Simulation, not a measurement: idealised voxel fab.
The process module presented herein is designated voxel capacitor over wiring.
The cross-section on display is named cut; it measures 245 nm wide, and its cells are 5 nm squares.
The cross-sections in this document take the form of a grid made of square cells. They are written out as bands, in order from top to bottom. Each band consists of one or more rows of cells. It is stipulated that each band's entry specify, in nanometres, the height of the top of the band and then that of its bottom, followed by the materials of the band in left-to-right sequence, each together with its width in nanometres. A single material marked by the word "full width" is understood to fill the band from edge to edge; the word "empty" is understood to denote empty space. Height 0 is the level under which the wafer as received is all one material. The lowest band goes on downwards, as in "0 nm and below". So if you see something like "30 to 40" for the width, read it as the top row of the band sitting at the first number and the bottom row at the second, with every row in between moving by the same amount as the last. Take "no change" at face value: in the step it is given for, the cross-section changed in none of its cells. The list in "Sealed voids" covers empty spaces of 8 cells or more that cannot reach the top through any open way, and it gives each as width x height at distance; the distance is from the left edge, and width, height and distance are in nm. Note: text after step settings on the step line = simulator remark on that step. What "overlay nm" on a step's line means: if the step has a mask, that mask lay this far to the right of its planned place, or, when the value is negative, to the left.

## Planned process steps
1. op RECEIVE | material Si
2. op CONFORMAL_DEP | material SiO2 | thk nm 10
3. op CONFORMAL_DEP | material SiN | thk nm 5
4. op DIRECTIONAL_DEP | material SiO2 | thk nm 15
5. op DIRECTIONAL_DEP | material aC | thk nm 15
6. op PATTERN | tone open | mask id METAL_1 | material resist | width nm 25 | pitch nm 75 | thk nm 30 | overlay nm 0
7. op DIRECTIONAL_ETCH | etch materials aC | depth nm 15
8. op STRIP | etch materials resist
9. op DIRECTIONAL_ETCH | etch materials SiO2 | depth nm 15
10. op DIRECTIONAL_ETCH | etch materials SiN | depth nm 5
11. op STRIP | etch materials aC
12. op CONFORMAL_DEP | material TiN | thk nm 5
13. op FILL_DEP | material Cu | thk nm 5
14. op CMP | height nm 30
15. op CONFORMAL_DEP | material SiCN | thk nm 5
16. op DIRECTIONAL_DEP | material lowk | thk nm 15
17. op PATTERN | tone open | mask id PLUG_1 | material resist | width nm 15 | thk nm 20 | overlay nm 0
18. op DIRECTIONAL_ETCH | etch materials lowk | depth nm 15
19. op DIRECTIONAL_ETCH | etch materials SiCN | depth nm 5
20. op STRIP | etch materials resist
21. op CONFORMAL_DEP | material TiN | thk nm 5
22. op FILL_DEP | material Ru | thk nm 10
23. op CMP | height nm 50
24. op DIRECTIONAL_DEP | material TiN | thk nm 10
25. op DIRECTIONAL_DEP | material HfO2 | thk nm 5
26. op DIRECTIONAL_DEP | material TiN | thk nm 10
27. op MASKED_ETCH | tone cover | mask id UPPER_PLATE | width nm 55 | etch materials TiN | depth nm 10 | overlay nm 0
28. op MASKED_ETCH | tone cover | mask id UPPER_PLATE | width nm 55 | etch materials HfO2 | depth nm 5 | overlay nm 0
29. op PATTERN | tone cover | mask id LOWER_PLATE | material resist | width nm 65 | thk nm 20 | overlay nm 0
30. op DIRECTIONAL_ETCH | etch materials TiN | depth nm 10
31. op STRIP | etch materials resist
32. op FILL_DEP | material SiO2 | thk nm 15
33. op CMP | height nm 85
34. op DIRECTIONAL_DEP | material aC | thk nm 10
35. op PATTERN | tone open | mask id PLUG_2 | material resist | width nm 15 | thk nm 30 | overlay nm 0
36. op DIRECTIONAL_ETCH | etch materials aC | depth nm 10
37. op STRIP | etch materials resist
38. op DIRECTIONAL_ETCH | etch materials SiO2 | depth nm 10
39. op STRIP | etch materials aC
40. op CONFORMAL_DEP | material TiN | thk nm 5
41. op FILL_DEP | material Ru | thk nm 10
42. op CMP | height nm 85
43. op CONFORMAL_DEP | material SiN | thk nm 5

## On the first of the two wafers: run conducted according to plan

## So this is the incoming wafer in cross-section - it's already been through step 1
0 nm and below  Si full width
Sealed voids: none

## Cross-section through the wafer, step 2 finished
10 nm to 0 nm  SiO2 full width
All layers under 0 are left as they were.

## Cross-section through the wafer, step 3 finished
15 nm to 10 nm  SiN full width
All layers under 10 are left as they were.

## Cross-section through the wafer, step 4 finished
30 nm to 15 nm  SiO2 full width
All layers under 15 are left as they were.

## Cross-section through the wafer, step 5 finished
45 nm to 30 nm  aC full width
All layers under 30 are left as they were.

## Cross-section through the wafer, step 6 finished
75 nm to 45 nm  resist: 70; empty: 25; resist: 50; empty: 25; resist: 75
All layers under 45 are left as they were.

## Cross-section through the wafer, step 7 finished
60 nm to 45 nm  resist: 70; empty: 25; resist: 50; empty: 25; resist: 75
45 nm to 30 nm  aC: 70; empty: 25; aC: 50; empty: 25; aC: 75
All layers under 30 are left as they were.

## Cross-section through the wafer, step 8 finished
45 nm to 30 nm  aC: 70; empty: 25; aC: 50; empty: 25; aC: 75
All layers under 30 are left as they were.

## Cross-section through the wafer, step 9 finished
45 nm to 30 nm  aC: 70; empty: 25; aC: 50; empty: 25; aC: 75
30 nm to 15 nm  SiO2: 70; empty: 25; SiO2: 50; empty: 25; SiO2: 75
All layers under 15 are left as they were.

## Cross-section through the wafer, step 10 finished
45 nm to 30 nm  aC: 70; empty: 25; aC: 50; empty: 25; aC: 75
30 nm to 15 nm  SiO2: 70; empty: 25; SiO2: 50; empty: 25; SiO2: 75
15 nm to 10 nm  SiN: 70; empty: 25; SiN: 50; empty: 25; SiN: 75
All layers under 10 are left as they were.

## Cross-section through the wafer, step 11 finished
30 nm to 15 nm  SiO2: 70; empty: 25; SiO2: 50; empty: 25; SiO2: 75
All layers under 15 are left as they were.

## Cross-section through the wafer, step 12 finished
35 nm to 30 nm  TiN: 75; empty: 15; TiN: 60; empty: 15; TiN: 80
30 nm to 15 nm  SiO2: 70; TiN: 5; empty: 15; TiN: 5; SiO2: 50; TiN: 5; empty: 15; TiN: 5; SiO2: 75
15 nm to 10 nm  SiN: 70; TiN: 25; SiN: 50; TiN: 25; SiN: 75
All layers under 10 are left as they were.

## Cross-section through the wafer, step 13 finished
40 nm to 35 nm  Cu full width
35 nm to 30 nm  TiN: 75; Cu: 15; TiN: 60; Cu: 15; TiN: 80
30 nm to 15 nm  SiO2: 70; TiN: 5; Cu: 15; TiN: 5; SiO2: 50; TiN: 5; Cu: 15; TiN: 5; SiO2: 75
All layers under 15 are left as they were.

## Cross-section through the wafer, step 14 finished
30 nm to 15 nm  SiO2: 70; TiN: 5; Cu: 15; TiN: 5; SiO2: 50; TiN: 5; Cu: 15; TiN: 5; SiO2: 75
All layers under 15 are left as they were.

## Cross-section through the wafer, step 15 finished
35 nm to 30 nm  SiCN full width
All layers under 30 are left as they were.

## Cross-section through the wafer, step 16 finished
50 nm to 35 nm  lowk full width
All layers under 35 are left as they were.

## Cross-section through the wafer, step 17 finished
70 nm to 50 nm  resist: 80; empty: 15; resist: 150
All layers under 50 are left as they were.

## Cross-section through the wafer, step 18 finished
70 nm to 50 nm  resist: 80; empty: 15; resist: 150
50 nm to 35 nm  lowk: 80; empty: 15; lowk: 150
All layers under 35 are left as they were.

## Cross-section through the wafer, step 19 finished
70 nm to 50 nm  resist: 80; empty: 15; resist: 150
50 nm to 35 nm  lowk: 80; empty: 15; lowk: 150
35 nm to 30 nm  SiCN: 80; empty: 15; SiCN: 150
All layers under 30 are left as they were.

## Cross-section through the wafer, step 20 finished
50 nm to 35 nm  lowk: 80; empty: 15; lowk: 150
All layers under 35 are left as they were.

## Cross-section through the wafer, step 21 finished
55 nm to 50 nm  TiN: 85; empty: 5; TiN: 155
50 nm to 35 nm  lowk: 80; TiN: 5; empty: 5; TiN: 5; lowk: 150
35 nm to 30 nm  SiCN: 80; TiN: 15; SiCN: 150
All layers under 30 are left as they were.

## Cross-section through the wafer, step 22 finished
65 nm to 55 nm  Ru full width
55 nm to 50 nm  TiN: 85; Ru: 5; TiN: 155
50 nm to 35 nm  lowk: 80; TiN: 5; Ru: 5; TiN: 5; lowk: 150
All layers under 35 are left as they were.

## Cross-section through the wafer, step 23 finished
50 nm to 35 nm  lowk: 80; TiN: 5; Ru: 5; TiN: 5; lowk: 150
All layers under 35 are left as they were.

## Cross-section through the wafer, step 24 finished
60 nm to 50 nm  TiN full width
All layers under 50 are left as they were.

## Cross-section through the wafer, step 25 finished
65 nm to 60 nm  HfO2 full width
All layers under 60 are left as they were.

## Cross-section through the wafer, step 26 finished
75 nm to 65 nm  TiN full width
All layers under 65 are left as they were.

## Cross-section through the wafer, step 27 finished
75 nm to 65 nm  empty: 80; TiN: 55; empty: 110
All layers under 65 are left as they were.

## Cross-section through the wafer, step 28 finished
75 nm to 65 nm  empty: 80; TiN: 55; empty: 110
65 nm to 60 nm  empty: 80; HfO2: 55; empty: 110
All layers under 60 are left as they were.

## Cross-section through the wafer, step 29 finished
95 nm to 75 nm  empty: 75; resist: 65; empty: 105
75 nm to 65 nm  empty: 75; resist: 5; TiN: 55; resist: 5; empty: 105
65 nm to 60 nm  empty: 75; resist: 5; HfO2: 55; resist: 5; empty: 105
All layers under 60 are left as they were.

## Cross-section through the wafer, step 30 finished
95 nm to 75 nm  empty: 75; resist: 65; empty: 105
75 nm to 65 nm  empty: 75; resist: 5; TiN: 55; resist: 5; empty: 105
65 nm to 60 nm  empty: 75; resist: 5; HfO2: 55; resist: 5; empty: 105
60 nm to 50 nm  empty: 75; TiN: 65; empty: 105
All layers under 50 are left as they were.

## Cross-section through the wafer, step 31 finished
75 nm to 65 nm  empty: 80; TiN: 55; empty: 110
65 nm to 60 nm  empty: 80; HfO2: 55; empty: 110
All layers under 60 are left as they were.

## Cross-section through the wafer, step 32 finished
90 nm to 75 nm  SiO2 full width
75 nm to 65 nm  SiO2: 80; TiN: 55; SiO2: 110
65 nm to 60 nm  SiO2: 80; HfO2: 55; SiO2: 110
60 nm to 50 nm  SiO2: 75; TiN: 65; SiO2: 105
All layers under 50 are left as they were.

## Cross-section through the wafer, step 33 finished
85 nm to 75 nm  SiO2 full width
All layers under 75 are left as they were.

## Cross-section through the wafer, step 34 finished
95 nm to 85 nm  aC full width
All layers under 85 are left as they were.

## Cross-section through the wafer, step 35 finished
125 nm to 95 nm  resist: 90; empty: 15; resist: 140
All layers under 95 are left as they were.

## Cross-section through the wafer, step 36 finished
115 nm to 95 nm  resist: 90; empty: 15; resist: 140
95 nm to 85 nm  aC: 90; empty: 15; aC: 140
All layers under 85 are left as they were.

## Cross-section through the wafer, step 37 finished
95 nm to 85 nm  aC: 90; empty: 15; aC: 140
All layers under 85 are left as they were.

## Cross-section through the wafer, step 38 finished
95 nm to 85 nm  aC: 90; empty: 15; aC: 140
85 nm to 75 nm  SiO2: 90; empty: 15; SiO2: 140
All layers under 75 are left as they were.

## Cross-section through the wafer, step 39 finished
85 nm to 75 nm  SiO2: 90; empty: 15; SiO2: 140
All layers under 75 are left as they were.

## Cross-section through the wafer, step 40 finished
90 nm to 85 nm  TiN: 95; empty: 5; TiN: 145
85 nm to 80 nm  SiO2: 90; TiN: 5; empty: 5; TiN: 5; SiO2: 140
80 nm to 75 nm  SiO2: 90; TiN: 15; SiO2: 140
All layers under 75 are left as they were.

## Cross-section through the wafer, step 41 finished
100 nm to 90 nm  Ru full width
90 nm to 85 nm  TiN: 95; Ru: 5; TiN: 145
85 nm to 80 nm  SiO2: 90; TiN: 5; Ru: 5; TiN: 5; SiO2: 140
All layers under 80 are left as they were.

## Cross-section through the wafer, step 42 finished
85 nm to 80 nm  SiO2: 90; TiN: 5; Ru: 5; TiN: 5; SiO2: 140
All layers under 80 are left as they were.

## Cross-section through the wafer, step 43 finished
90 nm to 85 nm  SiN full width
All layers under 85 are left as they were.

## For the second wafer, take the first wafer's start and plan, then add one mistake made in running it; everything through step 24, that step included, is shared with the first

## Cross-section: second wafer, time at which step 25 was scheduled to end
70 nm to 50 nm  TiN full width
All layers under 50 are left as they were.

## Cross-section: second wafer, time at which step 26 was scheduled to end
75 nm to 70 nm  HfO2 full width
All layers under 70 are left as they were.

Cross-section: second wafer, time at which step 27 was scheduled to end: no change

## Cross-section: second wafer, time at which step 28 was scheduled to end
75 nm to 70 nm  empty: 80; HfO2: 55; empty: 110
All layers under 70 are left as they were.

## Cross-section: second wafer, time at which step 29 was scheduled to end
95 nm to 75 nm  empty: 75; resist: 65; empty: 105
75 nm to 70 nm  empty: 75; resist: 5; HfO2: 55; resist: 5; empty: 105
All layers under 70 are left as they were.

## Cross-section: second wafer, time at which step 30 was scheduled to end
95 nm to 75 nm  empty: 75; resist: 65; empty: 105
75 nm to 70 nm  empty: 75; resist: 5; HfO2: 55; resist: 5; empty: 105
70 nm to 60 nm  empty: 75; TiN: 65; empty: 105
All layers under 60 are left as they were.

## Cross-section: second wafer, time at which step 31 was scheduled to end
75 nm to 70 nm  empty: 80; HfO2: 55; empty: 110
All layers under 70 are left as they were.

## Cross-section: second wafer, time at which step 32 was scheduled to end
90 nm to 75 nm  SiO2 full width
75 nm to 70 nm  SiO2: 80; HfO2: 55; SiO2: 110
70 nm to 60 nm  SiO2: 75; TiN: 65; SiO2: 105
All layers under 60 are left as they were.

## Cross-section: second wafer, time at which step 33 was scheduled to end
85 nm to 75 nm  SiO2 full width
All layers under 75 are left as they were.

## Cross-section: second wafer, time at which step 34 was scheduled to end
95 nm to 85 nm  aC full width
All layers under 85 are left as they were.

## Cross-section: second wafer, time at which step 35 was scheduled to end
125 nm to 95 nm  resist: 90; empty: 15; resist: 140
All layers under 95 are left as they were.

## Cross-section: second wafer, time at which step 36 was scheduled to end
115 nm to 95 nm  resist: 90; empty: 15; resist: 140
95 nm to 85 nm  aC: 90; empty: 15; aC: 140
All layers under 85 are left as they were.

## Cross-section: second wafer, time at which step 37 was scheduled to end
95 nm to 85 nm  aC: 90; empty: 15; aC: 140
All layers under 85 are left as they were.

## Cross-section: second wafer, time at which step 38 was scheduled to end
95 nm to 85 nm  aC: 90; empty: 15; aC: 140
85 nm to 75 nm  SiO2: 90; empty: 15; SiO2: 140
All layers under 75 are left as they were.

## Cross-section: second wafer, time at which step 39 was scheduled to end
85 nm to 75 nm  SiO2: 90; empty: 15; SiO2: 140
All layers under 75 are left as they were.

## Cross-section: second wafer, time at which step 40 was scheduled to end
90 nm to 85 nm  TiN: 95; empty: 5; TiN: 145
85 nm to 80 nm  SiO2: 90; TiN: 5; empty: 5; TiN: 5; SiO2: 140
80 nm to 75 nm  SiO2: 90; TiN: 15; SiO2: 140
All layers under 75 are left as they were.

## Cross-section: second wafer, time at which step 41 was scheduled to end
100 nm to 90 nm  Ru full width
90 nm to 85 nm  TiN: 95; Ru: 5; TiN: 145
85 nm to 80 nm  SiO2: 90; TiN: 5; Ru: 5; TiN: 5; SiO2: 140
All layers under 80 are left as they were.

## Cross-section: second wafer, time at which step 42 was scheduled to end
85 nm to 80 nm  SiO2: 90; TiN: 5; Ru: 5; TiN: 5; SiO2: 140
All layers under 80 are left as they were.

## Cross-section: second wafer, time at which step 43 was scheduled to end
90 nm to 85 nm  SiN full width
All layers under 85 are left as they were.
Run error: steps 25 and 26 of the plan were run in the wrong order, each in the other's place
Looking at both finished wafers in cells, the second ends up ahead of or behind the first on some materials: -76 SiO2, +76 TiN
